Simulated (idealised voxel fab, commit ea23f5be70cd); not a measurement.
process module | voxel plated lines
cross-section cut | 220 nm wide | cells 5 nm
A cross-section is a grid of square cells, given in bands from the top down. A band is one or more rows of cells.
Each band's line starts with the height of the band's top and of its bottom, in nm. Then come its materials from left to right, each with its width in nm. One material with "throughout" fills the band from edge to edge. "air" is empty space.
Height 0 is the level under which the wafer as received is all one material. The lowest band goes on downwards, as in "0 down".
A width such as "30 to 40" changes by the same amount from each row of cells to the next, from the band's top row to its bottom row.
"no change" after a step means that no cell of the cross-section changed.
closed voids: empty space of 8 cells or more with no open way to the top, each as width x height at its distance from the left edge, in nm
after a step's settings: what the simulator itself notes on the step
overlay nm, on a step with a mask: how far to the right of its planned place the mask lay; to the left if negative
plan
1 op RECEIVE | material Si
2 op CONFORMAL_DEP | material Al2O3 | thk nm 15
3 op DIRECTIONAL_DEP | material TiN | thk nm 5
4 op PATTERN | tone open | mask id LINES | material resist | width nm 15 | pitch nm 30 | thk nm 40 | overlay nm 0
5 op EPI | material Ru | thk nm 5
6 op EPI | material Ru | thk nm 10
7 op EPI | material Ru | thk nm 5
8 op STRIP | etch materials resist
9 op DIRECTIONAL_ETCH | etch materials TiN | depth nm 5
10 op CONFORMAL_DEP | material SiCN | thk nm 5
as received, after step 1
  0 down: Si throughout
  closed voids: none
a wafer at the end: this start, this plan, one mistake
  55 to 50: air 65 | SiCN 25 | air 5 | SiCN 25 | air 5 | SiCN 25 | air 70
  50 to 30: air 65 | SiCN 5 | Ru 15 | SiCN 5 | air 5 | SiCN 5 | Ru 15 | SiCN 5 | air 5 | SiCN 5 | Ru 15 | SiCN 5 | air 70
  30 to 25: SiCN 70 | TiN 15 | SiCN 15 | TiN 15 | SiCN 15 | TiN 15 | SiCN 75
  25 to 15: TiN throughout
  15 to 0: Al2O3 throughout
  0 down: Si throughout
  closed voids: none
what went wrong: step 3 ran as: op DIRECTIONAL_DEP | material TiN | thk nm 15
